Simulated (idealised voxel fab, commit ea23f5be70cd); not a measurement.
process module | voxel fin reveal
Section cut is 250 nm wide and gridded with 5 nm square cells.
We lay out every cross-section as a grid of square cells and spell it out in bands from the top down, where one band means one or more rows of cells. Band entry format. Leading values: height of top, height of bottom, nm. Remainder: materials in left-to-right order, each with its width in nm. Special words: "full width" on a single material, which then fills the band edge to edge; "empty", empty space. Basically, 0 is our baseline, since under it the wafer straight out of the box is all one material. The bottom band has no lower end and keeps on going down, so it looks like "z 0 and below". A width given as "30..40" starts at the first number in the band's top row and ends at the second number in its bottom row, shifting by an equal amount at every step from row to row. No cell of the cross-section changed in a step that is given as "nothing changed". The entry "Sealed void listing" lists the empty spaces that cover at least 8 cells and have no open path to the top. Each is written as width x height at distance, where the distance is measured from the left edge and all three values are in nm. Note: text after step settings on the step line = simulator remark on that step. overlay nm: where the mask lay relative to plan, measured to the right, on steps with a mask; negatives go left.

### Below is the list of planned process steps
| 1 | RECEIVE | material Si |
| 2 | CONFORMAL_DEP | material SiN | thk nm 10 |
| 3 | PATTERN | tone cover | mask id FINS | material resist | width nm 15 | pitch nm 35 | thk nm 20 | overlay nm 0 |
| 4 | DIRECTIONAL_ETCH | etch materials SiN | depth nm 10 |
| 5 | DIRECTIONAL_ETCH | etch materials Si | depth nm 35 |
| 6 | STRIP | etch materials resist |
| 7 | FILL_DEP | material SiO2 | thk nm 10 |
| 8 | CMP | height nm 10 |
| 9 | SELECTIVE_ETCH | etch materials SiO2 | depth nm 25 |
| 10 | STRIP | etch materials SiN |
| 11 | CONFORMAL_DEP | material HfO2 | thk nm 5 |

### Cross-section of the wafer at receipt, which is the condition after step 1
  z 0 and below  Si full width
  Sealed void listing: none

### Look at the cross-section after the module: the wafer started out the way shown above and the plan was the one shown above, yet one mistake was made along the way
  z 5 to 0  65 of empty | 25 of HfO2 | 10 of empty | 25 of HfO2 | 10 of empty | 25 of HfO2 | 10 of empty | 25 of HfO2 | 55 of empty
  z 0 to -10  65 of empty | 5 of HfO2 | 15 of Si | 5 of HfO2 | 10 of empty | 5 of HfO2 | 15 of Si | 5 of HfO2 | 10 of empty | 5 of HfO2 | 15 of Si | 5 of HfO2 | 10 of empty | 5 of HfO2 | 15 of Si | 5 of HfO2 | 55 of empty
  z -10 to -15  70 of HfO2 | 15 of Si | 20 of HfO2 | 15 of Si | 20 of HfO2 | 15 of Si | 20 of HfO2 | 15 of Si | 60 of HfO2
  z -15 to -35  70 of SiO2 | 15 of Si | 20 of SiO2 | 15 of Si | 20 of SiO2 | 15 of Si | 20 of SiO2 | 15 of Si | 60 of SiO2
  z -35 and below  Si full width
  Sealed void listing: none
Want to know what went wrong? step 3: run off-plan, actual operation and settings PATTERN | tone cover | mask id FINS | material resist | width nm 15 | pitch nm 35 | thk nm 20 | overlay nm 5
